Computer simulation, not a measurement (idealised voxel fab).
Module name: voxel trench capacitor (process module)
Section cut is 160 nm wide and gridded with 5 nm square cells.
Cross-section format: a grid of square cells, given as bands from top to bottom; each band is one or more rows of cells.
Band entry format. Leading values: height of top, height of bottom, nm. Remainder: materials in left-to-right order, each with its width in nm. Special words: "full width" on a single material, which then fills the band edge to edge; "blank", empty space.
Ref level 0: as-received wafer is one material below here. Bottom band extends down with no lower bound ("0 nm and below").
It should be noted that a width expressed as "30->40" varies in equal increments from row to row of cells within the band, taking the value of the first number at the top row and that of the second number at the bottom row.
Basically "changes: none" means that step didn't change any cell in the cross-section.
"Closed void listing" - sealed voids, min. 8 cells, no opening to top; format: width x height at distance (distance from left edge; nm throughout).
Step line, after settings: the simulator's comment on this step.
You can add "overlay nm" to a step's line. For a step with a mask, it describes how far the mask lay to the right of its planned position, and a negative number describes a lay to the left.

# The steps planned for the process are as follows
- 1: RECEIVE | material Si
- 2: CONFORMAL_DEP | material SiN | thk nm 10
- 3: PATTERN | tone open | mask id TRENCH | material resist | width nm 25 | pitch nm 40 | thk nm 20 | overlay nm 0
- 4: DIRECTIONAL_ETCH | etch materials SiN | depth nm 10
- 5: DIRECTIONAL_ETCH | etch materials Si | depth nm 35
- 6: STRIP | etch materials resist
- 7: CONFORMAL_DEP | material Al2O3 | thk nm 5
- 8: FILL_DEP | material polySi | thk nm 10
- 9: CMP | height nm 10

# Cross-section of the incoming wafer, state after step 1
- 0 nm and below: Si full width
- Closed void listing: none

# The cross-section shown corresponds to the wafer at the conclusion of the module. The initial structure and the process plan are those presented above; however, one mistake occurred in executing the plan
- 10 nm to 0 nm: 50 nm SiN / 5 nm Al2O3 / 15 nm polySi / 5 nm Al2O3 / 15 nm SiN / 5 nm Al2O3 / 15 nm polySi / 5 nm Al2O3 / 45 nm SiN
- 0 nm to -30 nm: 50 nm Si / 5 nm Al2O3 / 15 nm polySi / 5 nm Al2O3 / 15 nm Si / 5 nm Al2O3 / 15 nm polySi / 5 nm Al2O3 / 45 nm Si
- -30 nm to -35 nm: 50 nm Si / 25 nm Al2O3 / 15 nm Si / 25 nm Al2O3 / 45 nm Si
- -35 nm and below: Si full width
- Closed void listing: none
The mistake made against the process plan was this: it should be noted that step 3 was executed with settings other than those planned, the operation and settings actually applied being PATTERN | tone open | mask id TRENCH | material resist | width nm 25 | pitch nm 40 | thk nm 20 | overlay nm 5
